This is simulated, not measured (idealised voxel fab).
The name of this process module is voxel released beams.
Cross-section cut: width 170 nm, square cells of 5 nm.
Cross-section = grid of square cells, listed top down in bands; band = one or more rows.
The entry gives the band's vertical extent as a top height and a bottom height in nm, then its horizontal make-up as materials from left to right, each with a width in nm. "empty" stands for empty space; a single material marked "all across" fills the band edge to edge.
Basically, 0 is our baseline, since under it the wafer straight out of the box is all one material. The bottom band has no lower end and keeps on going down, so it looks like "0..down".
The expression "30->40" gives the width at the extremes of the band, the first number at its top row of cells and the second at its bottom row, with the width changing by equal amounts from each row to the next in between.
"nothing was modified" means the step left every cell of the cross-section as it was.
Entry "Enclosed void inventory". Content: empty spaces with no open connection to the top, size 8 cells or greater. Each: width x height at distance. Distance: from left edge. Unit: nm.
The remark found on a step's line after its settings is issued by the simulator itself and pertains to that step.
overlay nm: step with mask; distance mask lay right of planned place; negative value = left of planned place.
**Process steps foreseen in the plan**
1,RECEIVE (material Si)
2,CONFORMAL_DEP (material SiN; thk nm 5)
3,DIRECTIONAL_DEP (material SiO2; thk nm 10)
4,DIRECTIONAL_DEP (material aC; thk nm 10)
5,PATTERN (tone open; mask id ANCHOR; material resist; width nm 25; thk nm 25; overlay nm 0)
6,DIRECTIONAL_ETCH (etch materials aC; depth nm 10)
7,STRIP (etch materials resist)
8,DIRECTIONAL_ETCH (etch materials SiO2; depth nm 10)
9,STRIP (etch materials aC)
10,CONFORMAL_DEP (material TiN; thk nm 10)
11,DIRECTIONAL_DEP (material aC; thk nm 15)
12,PATTERN (tone cover; mask id BEAM; material resist; width nm 85; thk nm 35; overlay nm -15)
13,DIRECTIONAL_ETCH (etch materials aC; depth nm 15)
14,STRIP (etch materials resist)
15,DIRECTIONAL_ETCH (etch materials TiN; depth nm 10)
16,STRIP (etch materials aC)
17,STRIP (etch materials SiO2)
Split variable: overlay nm, step 12. Plan value = first wafer. Wafers start alike.
**First of several wafers, received after step 1, in cross-section**
	0..down: Si all across
	Enclosed void inventory: none
**Here is the cross-section of the first of several wafers at the end of the module, after its last step, step 17**
	25..15: empty=25 / TiN=30 / empty=5 / TiN=50 / empty=60
	15..5: empty=45 / TiN=25 / empty=100
	5..0: SiN all across
	0..down: Si all across
	Enclosed void inventory: none
**End of module, last wafer sectioned**
	25..15: empty=60 / TiN=80 / empty=30
	15..5: empty=45 / TiN=25 / empty=100
	5..0: SiN all across
	0..down: Si all across
	Enclosed void inventory: none
**Per-wafer rows below. For each material: cells gained (+) or lost (-) since the wafer was received, as of end of module. Then: closed voids**
overlay nm -15; +34 SiN; +42 TiN; Enclosed void inventory: none
overlay nm -10; +34 SiN; +42 TiN; Enclosed void inventory: none
overlay nm -5; +34 SiN; +42 TiN; Enclosed void inventory: none
overlay nm 0; +34 SiN; +42 TiN; Enclosed void inventory: none
overlay nm 5; +34 SiN; +42 TiN; Enclosed void inventory: none
overlay nm 10; +34 SiN; +42 TiN; Enclosed void inventory: none
overlay nm 15; +34 SiN; +42 TiN; Enclosed void inventory: none
